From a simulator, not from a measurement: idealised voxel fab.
process module | voxel spacer lines
cross-section cut | 280 nm wide | cells 5 nm
A cross-section is a grid of square cells, given in bands from the top down. A band is one or more rows of cells.
Each band's line starts with the height of the band's top and of its bottom, in nm. Then come its materials from left to right, each with its width in nm. One material with "throughout" fills the band from edge to edge. "air" is empty space.
Height 0 is the level under which the wafer as received is all one material. The lowest band goes on downwards, as in "0 down".
A width such as "30 to 40" changes by the same amount from each row of cells to the next, from the band's top row to its bottom row.
"no change" after a step means that no cell of the cross-section changed.
closed voids: empty space of 8 cells or more with no open way to the top, each as width x height at its distance from the left edge, in nm
after a step's settings: what the simulator itself notes on the step
overlay nm, on a step with a mask: how far to the right of its planned place the mask lay; to the left if negative
plan
1 op RECEIVE | material Si
2 op CONFORMAL_DEP | material Al2O3 | thk nm 5
3 op DIRECTIONAL_DEP | material SiN | thk nm 20
4 op DIRECTIONAL_DEP | material polySi | thk nm 25
5 op PATTERN | tone cover | mask id MANDREL | material resist | width nm 20 | pitch nm 60 | thk nm 30 | overlay nm 0
6 op DIRECTIONAL_ETCH | etch materials polySi | depth nm 25
7 op STRIP | etch materials resist
8 op CONFORMAL_DEP | material SiO2 | thk nm 10
9 op DIRECTIONAL_ETCH | etch materials SiO2 | depth nm 10
10 op STRIP | etch materials polySi
11 op DIRECTIONAL_ETCH | etch materials SiN | depth nm 20
12 op STRIP | etch materials SiO2
as received, after step 1
  0 down: Si throughout
  closed voids: none
first wafer at the end, as planned
  25 to 5: air 60 | SiN 10 | air 20 | SiN 10 | air 20 | SiN 10 | air 20 | SiN 10 | air 20 | SiN 10 | air 20 | SiN 10 | air 60
  5 to 0: Al2O3 throughout
  0 down: Si throughout
  closed voids: none
second wafer at the end: like start, like plan, one mistake
  25 to 5: air 50 | SiN 10 | air 20 | SiN 10 | air 20 | SiN 10 | air 20 | SiN 10 | air 20 | SiN 10 | air 20 | SiN 10 | air 70
  5 to 0: Al2O3 throughout
  0 down: Si throughout
  closed voids: none
what went wrong: step 5 ran as: op PATTERN | tone cover | mask id MANDREL | material resist | width nm 20 | pitch nm 60 | thk nm 30 | overlay nm -10
at the end the second wafer has, in cells: as many of each material as the first, in other places
